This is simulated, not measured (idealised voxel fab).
Module name: voxel self aligned vias (process module)
Square cell edge 5 nm, section width 280 nm, ID cut.
Throughout this document, each cross-section is represented as a grid of square cells and is presented as a sequence of bands enumerated from the top downward, where a band comprises one or more rows of cells.
Top, bottom (nm), then materials left to right with widths (nm); lone material tagged "throughout" fills the whole band edge to edge; "empty" = empty space.
Height datum 0, below which the as-received substrate wafer is one material. Lowest band open at the bottom, running downward: "z 0 and below".
Width: "30 to 40" (first number = top row, second number = bottom row, same change from row to row of cells).
"left unchanged" after a step means that no cell of the cross-section changed.
"Cavities, closed" lists enclosed empty spaces (at least 8 cells, no open path upward to the top), each as width x height at distance from the left edge, in nm.
Text after the settings on a step's line: the simulator's own remark on that step.
You can add "overlay nm" to a step's line. For a step with a mask, it describes how far the mask lay to the right of its planned position, and a negative number describes a lay to the left.

### Planned step list for the process
1) RECEIVE: material Si
2) CONFORMAL_DEP: material SiO2, thk nm 10
3) CONFORMAL_DEP: material SiCN, thk nm 5
4) DIRECTIONAL_DEP: material SiO2, thk nm 20
5) MASKED_ETCH: tone open, mask id LINES, width nm 30, pitch nm 70, etch materials SiO2, depth nm 30, overlay nm 0
6) CONFORMAL_DEP: material TiN, thk nm 5
7) FILL_DEP: material Ru, thk nm 10
8) CMP: height nm 45
9) SELECTIVE_ETCH: etch materials W Ru TiN, depth nm 5
10) FILL_DEP: material SiN, thk nm 5
11) CMP: height nm 45
12) DIRECTIONAL_DEP: material SiO2, thk nm 20
13) MASKED_ETCH: tone open, mask id VIAS, width nm 50, etch materials SiO2, depth nm 20, overlay nm 0
14) MASKED_ETCH: tone open, mask id VIAS, width nm 50, etch materials SiN, depth nm 5, overlay nm 0
15) CONFORMAL_DEP: material TiN, thk nm 5
16) FILL_DEP: material W, thk nm 10
17) CMP: height nm 65
18) CONFORMAL_DEP: material SiCN, thk nm 5
Wafer-to-wafer difference: thk nm, step 4. Common start. Plan = first wafer's value.

### first wafer as received, after step 1
z 0 and below | Si throughout
Cavities, closed: none

### each wafer at the end: cells of each material gained (+) or lost (-) since it was received, then its closed voids
thk nm 20, +32 Ru, +112 SiCN, +46 SiN, +472 SiO2, +90 TiN, +32 W, Cavities, closed: none
thk nm 25, +32 Ru, +112 SiCN, +46 SiN, +516 SiO2, +46 TiN, +32 W, Cavities, closed: none
thk nm 30, +32 Ru, +112 SiCN, +6 SiN, +560 SiO2, +46 TiN, +28 W, Cavities, closed: none
thk nm 35, +24 Ru, +112 SiCN, +6 SiN, +572 SiO2, +42 TiN, +28 W, Cavities, closed: none
thk nm 40, +16 Ru, +112 SiCN, +6 SiN, +584 SiO2, +38 TiN, +28 W, Cavities, closed: none
thk nm 45, +8 Ru, +112 SiCN, +6 SiN, +596 SiO2, +34 TiN, +28 W, Cavities, closed: none
